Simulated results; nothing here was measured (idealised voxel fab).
Process module, titled voxel wiring stack
Section shown: cut. Width: 175 nm. Cell size: 5 nm, square.
Just so we're on the same page, the cross-sections are grids of square cells, and they're listed out in bands top to bottom, each band one or more rows deep. Heads up on the band format: heights come first, top then bottom, in nm. After that it's the materials left to right, each with its width in nm. A single material flagged "edge to edge" fills the whole band edge to edge, and "blank" means there's empty space there. A quick word on heights: they are counted from 0, and under that level the wafer as it came to us is one material throughout. The lowest band is different from the rest in having no bottom; it simply continues downward, written as in "0 and below". Think of "30->40" as a width that walks from the first number to the second as you go down the band, top row to bottom row, taking equal-sized steps from row to row. Where a step carries "left unchanged", the cross-section came out of it unchanged, cell for cell. Enclosed voids (no open way to top), threshold 8 cells or more, entry "Closed cavities", notation width x height at distance, distance from left edge, nm. Note: text after step settings on the step line = simulator remark on that step. For masked steps, "overlay nm" on the step line gives how far right of plan the mask actually lay; a minus sign means it lay to the left.
-- The planned process steps are enumerated hereunder
step 1: RECEIVE [material Si]
step 2: CONFORMAL_DEP [material SiO2] [thk nm 15]
step 3: DIRECTIONAL_DEP [material TiN] [thk nm 5]
step 4: DIRECTIONAL_DEP [material Ru] [thk nm 25]
step 5: DIRECTIONAL_DEP [material aC] [thk nm 15]
step 6: PATTERN [tone cover] [mask id METAL_1] [material resist] [width nm 30] [pitch nm 50] [thk nm 30] [overlay nm 0]
step 7: DIRECTIONAL_ETCH [etch materials aC] [depth nm 15]
step 8: STRIP [etch materials resist]
step 9: DIRECTIONAL_ETCH [etch materials Ru] [depth nm 25]
step 10: DIRECTIONAL_ETCH [etch materials TiN] [depth nm 5]
step 11: STRIP [etch materials aC]
step 12: FILL_DEP [material lowk] [thk nm 10]
step 13: CMP [height nm 45]
step 14: CONFORMAL_DEP [material SiCN] [thk nm 5]
step 15: DIRECTIONAL_DEP [material SiO2] [thk nm 30]
step 16: MASKED_ETCH [tone open] [mask id METAL_2] [width nm 30] [pitch nm 50] [etch materials SiO2] [depth nm 15] [overlay nm -15]
step 17: PATTERN [tone open] [mask id METAL_2_HOLES] [material resist] [width nm 15] [pitch nm 50] [thk nm 20] [overlay nm 0]
step 18: DIRECTIONAL_ETCH [etch materials SiO2] [depth nm 15]
step 19: DIRECTIONAL_ETCH [etch materials SiCN] [depth nm 5]
step 20: STRIP [etch materials resist]
step 21: CONFORMAL_DEP [material TiN] [thk nm 5]
step 22: FILL_DEP [material Ru] [thk nm 10]
step 23: CMP [height nm 80]
step 24: CONFORMAL_DEP [material SiCN] [thk nm 5]
step 25: DIRECTIONAL_DEP [material lowk] [thk nm 10]
step 26: PATTERN [tone open] [mask id PLUG_2] [material resist] [width nm 15] [thk nm 20] [overlay nm 0]
step 27: DIRECTIONAL_ETCH [etch materials lowk] [depth nm 10]
step 28: DIRECTIONAL_ETCH [etch materials SiCN] [depth nm 5]
step 29: STRIP [etch materials resist]
step 30: EPI [material Ru] [thk nm 10]
step 31: EPI [material Ru] [thk nm 5]
step 32: DIRECTIONAL_DEP [material TiN] [thk nm 5]
step 33: DIRECTIONAL_DEP [material Ru] [thk nm 20]
step 34: DIRECTIONAL_DEP [material aC] [thk nm 10]
step 35: PATTERN [tone cover] [mask id METAL_3] [material resist] [width nm 30] [pitch nm 50] [thk nm 30] [overlay nm 0]
step 36: DIRECTIONAL_ETCH [etch materials aC] [depth nm 10]
step 37: STRIP [etch materials resist]
step 38: DIRECTIONAL_ETCH [etch materials Ru] [depth nm 20]
step 39: DIRECTIONAL_ETCH [etch materials TiN] [depth nm 5]
step 40: STRIP [etch materials aC]
step 41: FILL_DEP [material lowk] [thk nm 5]
step 42: CMP [height nm 120]
step 43: CONFORMAL_DEP [material SiCN] [thk nm 5]
Across this set of wafers, the varied parameter is the overlay nm of step 16. Starting conditions are identical for every wafer, and the plan reports the value assigned to the first wafer.
-- As received, i.e. after step 1: cross-section through the first of several wafers
  0 and below: Si edge to edge
  Closed cavities: none
-- Cross-section after step 43, the final step of the module, for the first of several wafers
  125 down to 120: SiCN edge to edge
  120 down to 100: lowk: 45 | Ru: 30 | lowk: 20 | Ru: 30 | lowk: 50
  100 down to 95: lowk: 45 | TiN: 30 | lowk: 20 | TiN: 30 | lowk: 50
  95 down to 85: lowk: 45 | Ru: 15 | lowk: 115
  85 down to 80: SiCN: 45 | Ru: 15 | SiCN: 115
  80 down to 70: SiO2: 30 | TiN: 5 | Ru: 20 | TiN: 5 | SiO2: 20 | TiN: 5 | Ru: 20 | TiN: 5 | SiO2: 65
  70 down to 65: SiO2: 30 | TiN: 20 | Ru: 5 | TiN: 5 | SiO2: 20 | TiN: 20 | Ru: 5 | TiN: 5 | SiO2: 65
  65 down to 50: SiO2: 45 | TiN: 5 | Ru: 5 | TiN: 5 | SiO2: 35 | TiN: 5 | Ru: 5 | TiN: 5 | SiO2: 65
  50 down to 45: SiCN: 45 | TiN: 15 | SiCN: 35 | TiN: 15 | SiCN: 65
  45 down to 20: lowk: 45 | Ru: 30 | lowk: 20 | Ru: 30 | lowk: 50
  20 down to 15: lowk: 45 | TiN: 30 | lowk: 20 | TiN: 30 | lowk: 50
  15 down to 0: SiO2 edge to edge
  0 and below: Si edge to edge
  Closed cavities: none
-- The last wafer as seen in cross-section at the end of the module
  125 down to 120: SiCN edge to edge
  120 down to 100: lowk: 45 | Ru: 30 | lowk: 20 | Ru: 30 | lowk: 50
  100 down to 95: lowk: 45 | TiN: 30 | lowk: 20 | TiN: 30 | lowk: 50
  95 down to 85: lowk: 45 | Ru: 15 | lowk: 115
  85 down to 80: SiCN: 45 | Ru: 15 | SiCN: 115
  80 down to 70: SiO2: 45 | TiN: 5 | Ru: 35 | TiN: 5 | SiO2: 5 | TiN: 5 | Ru: 35 | TiN: 5 | SiO2: 35
  70 down to 65: SiO2: 45 | TiN: 45 | SiO2: 5 | TiN: 45 | SiO2: 35
  65 down to 50: SiO2 edge to edge
  50 down to 45: SiCN edge to edge
  45 down to 20: lowk: 45 | Ru: 30 | lowk: 20 | Ru: 30 | lowk: 50
  20 down to 15: lowk: 45 | TiN: 30 | lowk: 20 | TiN: 30 | lowk: 50
  15 down to 0: SiO2 edge to edge
  0 and below: Si edge to edge
  Closed cavities: none
-- Rows = wafers. At module end, each row lists per material the cells gained (+) or lost (-) since the wafer was received, then the closed voids
overlay nm -15, +141 Ru, +96 SiCN, +261 SiO2, +60 TiN, +317 lowk, Closed cavities: none
overlay nm -10, +141 Ru, +96 SiCN, +261 SiO2, +60 TiN, +317 lowk, Closed cavities: none
overlay nm -5, +141 Ru, +96 SiCN, +261 SiO2, +60 TiN, +317 lowk, Closed cavities: none
overlay nm 0, +141 Ru, +96 SiCN, +261 SiO2, +60 TiN, +317 lowk, Closed cavities: none
overlay nm 5, +137 Ru, +98 SiCN, +261 SiO2, +62 TiN, +317 lowk, Closed cavities: none
overlay nm 10, +141 Ru, +100 SiCN, +261 SiO2, +56 TiN, +317 lowk, Closed cavities: none
overlay nm 15, +145 Ru, +102 SiCN, +261 SiO2, +50 TiN, +317 lowk, Closed cavities: none
